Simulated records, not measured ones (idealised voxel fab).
process module | voxel air gaps
cross-section cut | 175 nm wide | cells 5 nm
A cross-section is a grid of square cells, given in bands from the top down. A band is one or more rows of cells.
Each band's line starts with the height of the band's top and of its bottom, in nm. Then come its materials from left to right, each with its width in nm. One material with "throughout" fills the band from edge to edge. "air" is empty space.
Height 0 is the level under which the wafer as received is all one material. The lowest band goes on downwards, as in "0 down".
A width such as "30 to 40" changes by the same amount from each row of cells to the next, from the band's top row to its bottom row.
"no change" after a step means that no cell of the cross-section changed.
closed voids: empty space of 8 cells or more with no open way to the top, each as width x height at its distance from the left edge, in nm
after a step's settings: what the simulator itself notes on the step
overlay nm, on a step with a mask: how far to the right of its planned place the mask lay; to the left if negative
plan
1 op RECEIVE | material Si
2 op CONFORMAL_DEP | material SiO2 | thk nm 15
3 op CONFORMAL_DEP | material SiN | thk nm 5
4 op DIRECTIONAL_DEP | material SiO2 | thk nm 35
5 op MASKED_ETCH | tone open | mask id LINES | width nm 15 | pitch nm 40 | etch materials SiO2 | depth nm 35 | overlay nm 0
6 op CONFORMAL_DEP | material TiN | thk nm 5
7 op FILL_DEP | material Cu | thk nm 10
8 op CMP | height nm 55
9 op EPI | material Ru | thk nm 10
10 op SELECTIVE_ETCH | etch materials SiO2 | depth nm 45
11 op CONFORMAL_DEP | material SiCN | thk nm 5
as received, after step 1
  0 down: Si throughout
  closed voids: none
a wafer at the end: this start, this plan, one mistake
  70 to 65: SiCN 165 | air 10
  65 to 55: SiCN 5 | Ru 35 | SiCN 5 | Ru 35 | SiCN 5 | Ru 35 | SiCN 5 | Ru 35 | SiCN 5 | air 10
  55 to 50: SiCN 15 | TiN 5 | Cu 5 | TiN 5 | SiCN 25 | TiN 5 | Cu 5 | TiN 5 | SiCN 25 | TiN 5 | Cu 5 | TiN 5 | SiCN 25 | TiN 5 | Cu 5 | TiN 5 | SiCN 15 | air 10
  50 to 25: air 10 | SiCN 5 | TiN 5 | Cu 5 | TiN 5 | SiCN 5 | air 15 | SiCN 5 | TiN 5 | Cu 5 | TiN 5 | SiCN 5 | air 15 | SiCN 5 | TiN 5 | Cu 5 | TiN 5 | SiCN 5 | air 15 | SiCN 5 | TiN 5 | Cu 5 | TiN 5 | SiCN 5 | air 20
  25 to 20: SiCN 15 | TiN 15 | SiCN 25 | TiN 15 | SiCN 25 | TiN 15 | SiCN 25 | TiN 15 | SiCN 25
  20 to 15: SiN throughout
  15 to 0: SiO2 throughout
  0 down: Si throughout
  closed voids: 10 x 25 at 0; 15 x 25 at 35; 15 x 25 at 75; 15 x 25 at 115
what went wrong: step 5 ran as: op MASKED_ETCH | tone open | mask id LINES | width nm 15 | pitch nm 40 | etch materials SiO2 | depth nm 35 | overlay nm -5
